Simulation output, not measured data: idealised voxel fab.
This section sets out a process module, namely voxel released beams.
Cross-section cut: width 180 nm, square cells of 5 nm.
Cross-sections here: square-cell grids, written as top-down lists of bands, a band being one or more rows of cells. A band entry consists of two parts. The first gives the height of the band's top and the height of its bottom, in nm. The rest lists the band's materials from left to right, each with its width in nm. A single material labelled with the word "everywhere" fills the band from edge to edge, and the word "empty" marks empty space. It should be noted that heights are counted from 0, beneath which the wafer as supplied is of one material throughout, and that the lowest band possesses no lower boundary but continues downward, as written in "0 -> down". When a width is written as two numbers, as in "30..40", the first number is the width in the top row of cells of the band and the second is the width in its bottom row, and the width changes by the same amount from each row to the next. "remained unchanged" -> step changed no cross-section cell. "Closed internal cavities" means: voids of 8 cells or more that are shut off from the top with no open way through. Written width x height at distance, distance from the left edge, in nm. Whatever follows a step's settings on its line is a remark the simulator itself makes about that step. overlay nm, on a step with a mask: how far to the right of its planned place the mask lay; to the left if negative.

Steps in the process plan:
- 1: RECEIVE, material Si
- 2: CONFORMAL_DEP, material SiN, thk nm 10
- 3: DIRECTIONAL_DEP, material SiO2, thk nm 15
- 4: PATTERN, tone open, mask id ANCHOR, material resist, width nm 35, thk nm 20, overlay nm 0
- 5: DIRECTIONAL_ETCH, etch materials SiO2, depth nm 15
- 6: STRIP, etch materials resist
- 7: CONFORMAL_DEP, material polySi, thk nm 10
- 8: PATTERN, tone cover, mask id BEAM, material resist, width nm 110, thk nm 15, overlay nm 0
- 9: DIRECTIONAL_ETCH, etch materials polySi, depth nm 10
- 10: STRIP, etch materials resist
- 11: STRIP, etch materials SiO2

The first of the two wafers, which ran as planned:

as received, after step 1:
0 -> down: Si everywhere
Closed internal cavities: none

Cross-sectional representation of the wafer at the conclusion of step 2:
10 -> 0: SiN everywhere
Heights below 0 show no change.

Cross-sectional representation of the wafer at the conclusion of step 3:
25 -> 10: SiO2 everywhere
Heights below 10 show no change.

Cross-sectional representation of the wafer at the conclusion of step 4:
45 -> 25: 35 of resist, 35 of empty, 110 of resist
Heights below 25 show no change.

Cross-sectional representation of the wafer at the conclusion of step 5:
45 -> 25: 35 of resist, 35 of empty, 110 of resist
25 -> 10: 35 of SiO2, 35 of empty, 110 of SiO2
Heights below 10 show no change.

Cross-sectional representation of the wafer at the conclusion of step 6:
25 -> 10: 35 of SiO2, 35 of empty, 110 of SiO2
Heights below 10 show no change.

Cross-sectional representation of the wafer at the conclusion of step 7:
35 -> 25: 45 of polySi, 15 of empty, 120 of polySi
25 -> 20: 35 of SiO2, 10 of polySi, 15 of empty, 10 of polySi, 110 of SiO2
20 -> 10: 35 of SiO2, 35 of polySi, 110 of SiO2
Heights below 10 show no change.

Cross-sectional representation of the wafer at the conclusion of step 8:
50 -> 35: 30 of empty, 110 of resist, 40 of empty
35 -> 25: 45 of polySi, 15 of resist, 120 of polySi
25 -> 20: 35 of SiO2, 10 of polySi, 15 of resist, 10 of polySi, 110 of SiO2
Heights below 20 show no change.

Cross-sectional representation of the wafer at the conclusion of step 9:
50 -> 35: 30 of empty, 110 of resist, 40 of empty
35 -> 25: 30 of empty, 15 of polySi, 15 of resist, 80 of polySi, 40 of empty
Heights below 25 show no change.

Cross-sectional representation of the wafer at the conclusion of step 10:
35 -> 25: 30 of empty, 15 of polySi, 15 of empty, 80 of polySi, 40 of empty
25 -> 20: 35 of SiO2, 10 of polySi, 15 of empty, 10 of polySi, 110 of SiO2
Heights below 20 show no change.

Cross-sectional representation of the wafer at the conclusion of step 11:
35 -> 25: 30 of empty, 15 of polySi, 15 of empty, 80 of polySi, 40 of empty
25 -> 20: 35 of empty, 10 of polySi, 15 of empty, 10 of polySi, 110 of empty
20 -> 10: 35 of empty, 35 of polySi, 110 of empty
Heights below 10 show no change.

second wafer: like start, like plan, one mistake. Through step 3 it matches the first wafer:

Second wafer cross-section, taken as of the time the plan sets for step 4 to be done:
45 -> 25: 25 of resist, 35 of empty, 120 of resist
Heights below 25 show no change.

Second wafer cross-section, taken as of the time the plan sets for step 5 to be done:
45 -> 25: 25 of resist, 35 of empty, 120 of resist
25 -> 10: 25 of SiO2, 35 of empty, 120 of SiO2
Heights below 10 show no change.

Second wafer cross-section, taken as of the time the plan sets for step 6 to be done:
25 -> 10: 25 of SiO2, 35 of empty, 120 of SiO2
Heights below 10 show no change.

Second wafer cross-section, taken as of the time the plan sets for step 7 to be done:
35 -> 25: 35 of polySi, 15 of empty, 130 of polySi
25 -> 20: 25 of SiO2, 10 of polySi, 15 of empty, 10 of polySi, 120 of SiO2
20 -> 10: 25 of SiO2, 35 of polySi, 120 of SiO2
Heights below 10 show no change.

Second wafer cross-section, taken as of the time the plan sets for step 8 to be done:
50 -> 35: 30 of empty, 110 of resist, 40 of empty
35 -> 25: 35 of polySi, 15 of resist, 130 of polySi
25 -> 20: 25 of SiO2, 10 of polySi, 15 of resist, 10 of polySi, 120 of SiO2
Heights below 20 show no change.

Second wafer cross-section, taken as of the time the plan sets for step 9 to be done:
50 -> 35: 30 of empty, 110 of resist, 40 of empty
35 -> 25: 30 of empty, 5 of polySi, 15 of resist, 90 of polySi, 40 of empty
Heights below 25 show no change.

Second wafer cross-section, taken as of the time the plan sets for step 10 to be done:
35 -> 25: 30 of empty, 5 of polySi, 15 of empty, 90 of polySi, 40 of empty
25 -> 20: 25 of SiO2, 10 of polySi, 15 of empty, 10 of polySi, 120 of SiO2
Heights below 20 show no change.

Second wafer cross-section, taken as of the time the plan sets for step 11 to be done:
35 -> 25: 30 of empty, 5 of polySi, 15 of empty, 90 of polySi, 40 of empty
25 -> 20: 25 of empty, 10 of polySi, 15 of empty, 10 of polySi, 120 of empty
20 -> 10: 25 of empty, 35 of polySi, 120 of empty
Heights below 10 show no change.
Short version of what went wrong: heads up, step 4 didn't go per plan, it actually ran as PATTERN, tone open, mask id ANCHOR, material resist, width nm 35, thk nm 20, overlay nm -10
Upon completion, the cell count for each material on the second wafer equals that on the first, whereas the spatial distribution of those cells differs.
